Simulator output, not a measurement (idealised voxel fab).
Proc. module: voxel plated lines
The width of the displayed cross-section, cut, is 210 nm; its cells are square, with a size of 5 nm.
The cross-sections in this document take the form of a grid made of square cells. They are written out as bands, in order from top to bottom. Each band consists of one or more rows of cells.
Band entry format. Leading values: height of top, height of bottom, nm. Remainder: materials in left-to-right order, each with its width in nm. Special words: "all across" on a single material, which then fills the band edge to edge; "empty", empty space.
Height datum 0, below which the as-received substrate wafer is one material. Lowest band open at the bottom, running downward: "top 0, no bottom".
It should be noted that a width expressed as "30->40" varies in equal increments from row to row of cells within the band, taking the value of the first number at the top row and that of the second number at the bottom row.
Step note "no modifications" = no cross-section cell changed.
Enclosed voids (no open way to top), threshold 8 cells or more, entry "Completely sealed voids", notation width x height at distance, distance from left edge, nm.
Step line, after settings: the simulator's comment on this step.
overlay nm: for a step with a mask, the amount by which the mask lay right of where it was planned; a negative amount means left of it.
-- plan
1. RECEIVE [material Si]
2. CONFORMAL_DEP [material SiN] [thk nm 10]
3. DIRECTIONAL_DEP [material TiN] [thk nm 5]
4. PATTERN [tone open] [mask id LINES] [material resist] [width nm 20] [pitch nm 45] [thk nm 30] [overlay nm 0]
5. EPI [material Ru] [thk nm 10]
6. EPI [material Ru] [thk nm 10]
7. STRIP [etch materials resist]
8. DIRECTIONAL_ETCH [etch materials TiN] [depth nm 5]
9. CONFORMAL_DEP [material SiCN] [thk nm 5]
-- So, the first of our two wafers, run just as we planned it
-- Here's what the wafer looked like in cross-section when it arrived - that's after step 1
- top 0, no bottom = Si all across
- Completely sealed voids: none
-- How the wafer stands in section after step 2
- top 10, bottom 0 = SiN all across
- Below a height of 0, the structure has not been altered.
-- How the wafer stands in section after step 3
- top 15, bottom 10 = TiN all across
- Below a height of 10, the structure has not been altered.
-- How the wafer stands in section after step 4
- top 45, bottom 15 = resist: 25, then empty: 20, then resist: 25, then empty: 20, then resist: 25, then empty: 20, then resist: 25, then empty: 20, then resist: 30
- Below a height of 15, the structure has not been altered.
-- How the wafer stands in section after step 5
- top 45, bottom 25 = resist: 25, then empty: 20, then resist: 25, then empty: 20, then resist: 25, then empty: 20, then resist: 25, then empty: 20, then resist: 30
- top 25, bottom 15 = resist: 25, then Ru: 20, then resist: 25, then Ru: 20, then resist: 25, then Ru: 20, then resist: 25, then Ru: 20, then resist: 30
- Below a height of 15, the structure has not been altered.
-- How the wafer stands in section after step 6
- top 45, bottom 35 = resist: 25, then empty: 20, then resist: 25, then empty: 20, then resist: 25, then empty: 20, then resist: 25, then empty: 20, then resist: 30
- top 35, bottom 15 = resist: 25, then Ru: 20, then resist: 25, then Ru: 20, then resist: 25, then Ru: 20, then resist: 25, then Ru: 20, then resist: 30
- Below a height of 15, the structure has not been altered.
-- How the wafer stands in section after step 7
- top 35, bottom 15 = empty: 25, then Ru: 20, then empty: 25, then Ru: 20, then empty: 25, then Ru: 20, then empty: 25, then Ru: 20, then empty: 30
- Below a height of 15, the structure has not been altered.
-- How the wafer stands in section after step 8
- top 35, bottom 15 = empty: 25, then Ru: 20, then empty: 25, then Ru: 20, then empty: 25, then Ru: 20, then empty: 25, then Ru: 20, then empty: 30
- top 15, bottom 10 = empty: 25, then TiN: 20, then empty: 25, then TiN: 20, then empty: 25, then TiN: 20, then empty: 25, then TiN: 20, then empty: 30
- Below a height of 10, the structure has not been altered.
-- How the wafer stands in section after step 9
- top 40, bottom 35 = empty: 20, then SiCN: 30, then empty: 15, then SiCN: 30, then empty: 15, then SiCN: 30, then empty: 15, then SiCN: 30, then empty: 25
- top 35, bottom 15 = empty: 20, then SiCN: 5, then Ru: 20, then SiCN: 5, then empty: 15, then SiCN: 5, then Ru: 20, then SiCN: 5, then empty: 15, then SiCN: 5, then Ru: 20, then SiCN: 5, then empty: 15, then SiCN: 5, then Ru: 20, then SiCN: 5, then empty: 25
- top 15, bottom 10 = SiCN: 25, then TiN: 20, then SiCN: 25, then TiN: 20, then SiCN: 25, then TiN: 20, then SiCN: 25, then TiN: 20, then SiCN: 30
- Below a height of 10, the structure has not been altered.
-- Okay, second wafer. Nothing different at the start, nothing different in the plan, just one mistake somewhere in the running. As far as step 3, counting that step, it's the first wafer all over again
-- Cross-sectional representation of the second wafer at the time designated in the plan for the completion of step 4
- top 45, bottom 15 = resist: 30, then empty: 20, then resist: 25, then empty: 20, then resist: 25, then empty: 20, then resist: 25, then empty: 20, then resist: 25
- Below a height of 15, the structure has not been altered.
-- Cross-sectional representation of the second wafer at the time designated in the plan for the completion of step 5
- top 45, bottom 25 = resist: 30, then empty: 20, then resist: 25, then empty: 20, then resist: 25, then empty: 20, then resist: 25, then empty: 20, then resist: 25
- top 25, bottom 15 = resist: 30, then Ru: 20, then resist: 25, then Ru: 20, then resist: 25, then Ru: 20, then resist: 25, then Ru: 20, then resist: 25
- Below a height of 15, the structure has not been altered.
-- Cross-sectional representation of the second wafer at the time designated in the plan for the completion of step 6
- top 45, bottom 35 = resist: 30, then empty: 20, then resist: 25, then empty: 20, then resist: 25, then empty: 20, then resist: 25, then empty: 20, then resist: 25
- top 35, bottom 15 = resist: 30, then Ru: 20, then resist: 25, then Ru: 20, then resist: 25, then Ru: 20, then resist: 25, then Ru: 20, then resist: 25
- Below a height of 15, the structure has not been altered.
-- Cross-sectional representation of the second wafer at the time designated in the plan for the completion of step 7
- top 35, bottom 15 = empty: 30, then Ru: 20, then empty: 25, then Ru: 20, then empty: 25, then Ru: 20, then empty: 25, then Ru: 20, then empty: 25
- Below a height of 15, the structure has not been altered.
-- Cross-sectional representation of the second wafer at the time designated in the plan for the completion of step 8
- top 35, bottom 15 = empty: 30, then Ru: 20, then empty: 25, then Ru: 20, then empty: 25, then Ru: 20, then empty: 25, then Ru: 20, then empty: 25
- top 15, bottom 10 = empty: 30, then TiN: 20, then empty: 25, then TiN: 20, then empty: 25, then TiN: 20, then empty: 25, then TiN: 20, then empty: 25
- Below a height of 10, the structure has not been altered.
-- Cross-sectional representation of the second wafer at the time designated in the plan for the completion of step 9
- top 40, bottom 35 = empty: 25, then SiCN: 30, then empty: 15, then SiCN: 30, then empty: 15, then SiCN: 30, then empty: 15, then SiCN: 30, then empty: 20
- top 35, bottom 15 = empty: 25, then SiCN: 5, then Ru: 20, then SiCN: 5, then empty: 15, then SiCN: 5, then Ru: 20, then SiCN: 5, then empty: 15, then SiCN: 5, then Ru: 20, then SiCN: 5, then empty: 15, then SiCN: 5, then Ru: 20, then SiCN: 5, then empty: 20
- top 15, bottom 10 = SiCN: 30, then TiN: 20, then SiCN: 25, then TiN: 20, then SiCN: 25, then TiN: 20, then SiCN: 25, then TiN: 20, then SiCN: 25
- Below a height of 10, the structure has not been altered.
The mistake made against the process plan was this: step 4 was processed under conditions differing from the plan, specifically as PATTERN [tone open] [mask id LINES] [material resist] [width nm 20] [pitch nm 45] [thk nm 30] [overlay nm 5]
So at the finish, the second wafer's got exactly as many cells of each material as the first, just not in the same spots.
